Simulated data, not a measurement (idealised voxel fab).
process module | voxel self aligned contacts
cross-section cut | 230 nm wide | cells 5 nm
A cross-section is a grid of square cells, given in bands from the top down. A band is one or more rows of cells.
Each band's line starts with the height of the band's top and of its bottom, in nm. Then come its materials from left to right, each with its width in nm. One material with "throughout" fills the band from edge to edge. "air" is empty space.
Height 0 is the level under which the wafer as received is all one material. The lowest band goes on downwards, as in "0 down".
A width such as "30 to 40" changes by the same amount from each row of cells to the next, from the band's top row to its bottom row.
"no change" after a step means that no cell of the cross-section changed.
closed voids: empty space of 8 cells or more with no open way to the top, each as width x height at its distance from the left edge, in nm
after a step's settings: what the simulator itself notes on the step
overlay nm, on a step with a mask: how far to the right of its planned place the mask lay; to the left if negative
plan
1 op RECEIVE | material Si
2 op CONFORMAL_DEP | material SiO2 | thk nm 5
3 op DIRECTIONAL_DEP | material polySi | thk nm 25
4 op DIRECTIONAL_DEP | material SiN | thk nm 20
5 op DIRECTIONAL_DEP | material aC | thk nm 15
6 op PATTERN | tone cover | mask id GATE | material resist | width nm 30 | pitch nm 55 | thk nm 30 | overlay nm 0
7 op DIRECTIONAL_ETCH | etch materials aC | depth nm 15
8 op STRIP | etch materials resist
9 op DIRECTIONAL_ETCH | etch materials SiN | depth nm 20
10 op DIRECTIONAL_ETCH | etch materials polySi | depth nm 25
11 op STRIP | etch materials aC
12 op CONFORMAL_DEP | material SiN | thk nm 5
13 op DIRECTIONAL_ETCH | etch materials SiN | depth nm 5
14 op FILL_DEP | material SiO2 | thk nm 15
15 op CMP | height nm 60
16 op DIRECTIONAL_DEP | material aC | thk nm 15
17 op PATTERN | tone open | mask id CONTACT | material resist | width nm 35 | thk nm 35 | overlay nm 0
18 op DIRECTIONAL_ETCH | etch materials aC | depth nm 15
19 op STRIP | etch materials resist
20 op DIRECTIONAL_ETCH | etch materials SiO2 | depth nm 60
21 op STRIP | etch materials aC
22 op CONFORMAL_DEP | material TiN | thk nm 5
23 op FILL_DEP | material W | thk nm 5
24 op CMP | height nm 60
25 op CONFORMAL_DEP | material SiN | thk nm 5
as received, after step 1
  0 down: Si throughout
  closed voids: none
first wafer at the end, as planned
  65 to 60: SiN throughout
  60 to 50: SiO2 95 | TiN 5 to 15 | W 25 to 5 | TiN 5 to 15 | SiO2 100
  50 to 30: SiO2 65 | SiN 40 | TiN 5 | W 5 | TiN 5 | SiN 40 | SiO2 70
  30 to 5: SiO2 65 | SiN 5 | polySi 30 | SiN 5 | TiN 5 | W 5 | TiN 5 | SiN 5 | polySi 30 | SiN 5 | SiO2 70
  5 to 0: SiO2 105 | TiN 15 | SiO2 110
  0 down: Si throughout
  closed voids: none
second wafer at the end: like start, like plan, one mistake
  65 to 60: W throughout
  60 to 50: SiO2 95 | TiN 5 to 15 | W 25 to 5 | TiN 5 to 15 | SiO2 100
  50 to 30: SiO2 65 | SiN 40 | TiN 5 | W 5 | TiN 5 | SiN 40 | SiO2 70
  30 to 5: SiO2 65 | SiN 5 | polySi 30 | SiN 5 | TiN 5 | W 5 | TiN 5 | SiN 5 | polySi 30 | SiN 5 | SiO2 70
  5 to 0: SiO2 105 | TiN 15 | SiO2 110
  0 down: Si throughout
  closed voids: none
what went wrong: step 25 ran as: op CONFORMAL_DEP | material W | thk nm 5
at the end the second wafer has, in cells: 46 fewer of SiN | 46 more of W
